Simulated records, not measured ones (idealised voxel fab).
The following process module bears the name voxel ribs on slabs.
Section cut is 260 nm wide and gridded with 5 nm square cells.
If you're reading a cross-section in this doc, picture square cells in a grid; it comes to you as bands, top ones listed first down to the bottom, and a band can be one or more rows of cells. This entry defines a band. It first specifies the height of the band's top and the height of its bottom in nm, and then specifies the band's materials from left to right, stating each material with its width in nm. The word "throughout" identifies a single material that fills the band from edge to edge, while the word "blank" identifies empty space. It should be noted that heights are counted from 0, beneath which the wafer as supplied is of one material throughout, and that the lowest band possesses no lower boundary but continues downward, as written in "z 0 and below". Width "30..40": first value at the band's top row of cells, second value at its bottom row, equal change from row to row. The designation "no change", where it is given for a processing step, indicates that no cell of the cross-section was altered in the course of that step. The entry titled "Entrapped void list" provides the empty spaces that have no open way to the top, restricted to those of 8 cells or more. Each is presented as width x height at distance, the distance being measured from the left edge, with all three in nm. If you see something after the settings on a step's line, that's the simulator's own remark about that step. For masked steps, "overlay nm" on the step line gives how far right of plan the mask actually lay; a minus sign means it lay to the left.
[The process steps that were planned are listed below]
step 1: RECEIVE, material Si
step 2: DIRECTIONAL_DEP, material SiO2, thk nm 20
step 3: DIRECTIONAL_DEP, material SiN, thk nm 15
step 4: PATTERN, tone cover, mask id RIB, material resist, width nm 15, thk nm 15, overlay nm 0
step 5: DIRECTIONAL_ETCH, etch materials SiN, depth nm 5
step 6: STRIP, etch materials resist
step 7: DIRECTIONAL_DEP, material aC, thk nm 10
step 8: PATTERN, tone cover, mask id SLAB, material resist, width nm 65, thk nm 30, overlay nm 0
step 9: DIRECTIONAL_ETCH, etch materials aC, depth nm 10
step 10: STRIP, etch materials resist
step 11: DIRECTIONAL_ETCH, etch materials SiN, depth nm 10
step 12: STRIP, etch materials aC
step 13: FILL_DEP, material SiO2, thk nm 15
step 14: CMP, height nm 45
step 15: DIRECTIONAL_DEP, material TiN, thk nm 5
step 16: DIRECTIONAL_DEP, material aC, thk nm 10
step 17: PATTERN, tone cover, mask id HEATER, material resist, width nm 25, thk nm 25, overlay nm 0
step 18: DIRECTIONAL_ETCH, etch materials aC, depth nm 10
step 19: STRIP, etch materials resist
step 20: DIRECTIONAL_ETCH, etch materials TiN, depth nm 5
step 21: STRIP, etch materials aC
step 22: CONFORMAL_DEP, material SiO2, thk nm 10
[As-received state of the wafer in cross-section, equivalent to post-step 1]
* z 0 and below | Si throughout
* Entrapped void list: none
[Sectioned view, first of two wafers, at the close of the module, processed as intended in the plan]
* z 60 to 55 | 105 of blank  45 of SiO2  110 of blank
* z 55 to 50 | SiO2 throughout
* z 50 to 45 | 115 of SiO2  25 of TiN  120 of SiO2
* z 45 to 35 | SiO2 throughout
* z 35 to 30 | 120 of SiO2  15 of SiN  125 of SiO2
* z 30 to 20 | 95 of SiO2  65 of SiN  100 of SiO2
* z 20 to 0 | SiO2 throughout
* z 0 and below | Si throughout
* Entrapped void list: none
[This is the second of the two wafers, cross-sectioned at the end of the module; it started exactly like the first and was given the same plan, but it was run with one mistake]
* z 60 to 55 | 105 of blank  45 of SiO2  110 of blank
* z 55 to 50 | SiO2 throughout
* z 50 to 45 | 115 of SiO2  25 of TiN  120 of SiO2
* z 45 to 40 | 95 of SiO2  65 of SiN  100 of SiO2
* z 40 to 0 | SiO2 throughout
* z 0 and below | Si throughout
* Entrapped void list: none
What was done differently from what was planned? step 2, plan: ran twice
Counted in cells at the end, the second wafer holds more or fewer of these materials than the first: 16 fewer of SiN; 16 more of SiO2
